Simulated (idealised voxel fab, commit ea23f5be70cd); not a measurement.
The following process module bears the name voxel self aligned contacts.
Square cell edge 5 nm, section width 300 nm, ID cut.
We lay out every cross-section as a grid of square cells and spell it out in bands from the top down, where one band means one or more rows of cells. Look at the band entry: it leads with the top's height and the bottom's height in nm. Then it lists the materials left to right, with a width in nm for each. The word "edge to edge" on a single material says that material fills the band edge to edge. The word "empty" is empty space. All heights in this document are referenced to 0, defined as the level beneath which the wafer, as received, consists entirely of one material. The lowest band is not bounded below; it extends indefinitely downward and is written in the form "from 0 down". When a width is written as two numbers, as in "30->40", the first number is the width in the top row of cells of the band and the second is the width in its bottom row, and the width changes by the same amount from each row to the next. "nothing altered" after a step means that no cell of the cross-section changed. Entry "Entrapped void list" = empty spaces >= 8 cells with no open way to the top; each as width x height at distance, distance from left edge, all nm. Read whatever lies past the settings on a step's line as the simulator's own remark about the step. overlay nm, on a step with a mask: how far to the right of its planned place the mask lay; to the left if negative.

# Planned step list for the process
| 1 | op RECEIVE | material Si |
| 2 | op OXIDIZE | depth nm 5 |
| 3 | op DIRECTIONAL_DEP | material polySi | thk nm 30 |
| 4 | op DIRECTIONAL_DEP | material SiN | thk nm 15 |
| 5 | op DIRECTIONAL_DEP | material aC | thk nm 15 |
| 6 | op PATTERN | tone cover | mask id GATE | material resist | width nm 30 | pitch nm 55 | thk nm 30 | overlay nm 0 |
| 7 | op DIRECTIONAL_ETCH | etch materials aC | depth nm 15 |
| 8 | op STRIP | etch materials resist |
| 9 | op DIRECTIONAL_ETCH | etch materials SiN | depth nm 15 |
| 10 | op DIRECTIONAL_ETCH | etch materials polySi | depth nm 30 |
| 11 | op STRIP | etch materials aC |
| 12 | op CONFORMAL_DEP | material SiN | thk nm 5 |
| 13 | op DIRECTIONAL_ETCH | etch materials SiN | depth nm 5 |
| 14 | op FILL_DEP | material SiO2 | thk nm 15 |
| 15 | op CMP | height nm 50 |
| 16 | op MASKED_ETCH | tone open | mask id CONTACT | width nm 35 | etch materials SiO2 | depth nm 55 | overlay nm -15 |
| 17 | op CONFORMAL_DEP | material TiN | thk nm 5 |
| 18 | op FILL_DEP | material Ru | thk nm 5 |
| 19 | op CMP | height nm 50 |
| 20 | op CONFORMAL_DEP | material SiCN | thk nm 5 |
Be aware that, although all wafers share a common starting state, the overlay nm at step 16 differs among them, and the plan displays the first wafer's value.

# Cross-section of the first of several received wafers, showing its state after step 1
  from 0 down  Si edge to edge
  Entrapped void list: none

# Table: wafers, a row each; end-of-module cell change per material since receipt, gain (+), loss (-); then closed voids
overlay nm -15, -60 Si, +60 SiCN, +72 SiN, +489 SiO2, +27 TiN, +72 polySi, Entrapped void list: none
overlay nm -10, +10 Ru, -60 Si, +60 SiCN, +72 SiN, +479 SiO2, +27 TiN, +72 polySi, Entrapped void list: none
overlay nm -5, +10 Ru, -60 Si, +60 SiCN, +72 SiN, +479 SiO2, +27 TiN, +72 polySi, Entrapped void list: none
overlay nm 0, +10 Ru, -60 Si, +60 SiCN, +72 SiN, +479 SiO2, +27 TiN, +72 polySi, Entrapped void list: none
overlay nm 5, +10 Ru, -60 Si, +60 SiCN, +72 SiN, +479 SiO2, +27 TiN, +72 polySi, Entrapped void list: none
overlay nm 10, +10 Ru, -60 Si, +60 SiCN, +72 SiN, +479 SiO2, +27 TiN, +72 polySi, Entrapped void list: none
overlay nm 15, -60 Si, +60 SiCN, +72 SiN, +489 SiO2, +27 TiN, +72 polySi, Entrapped void list: none
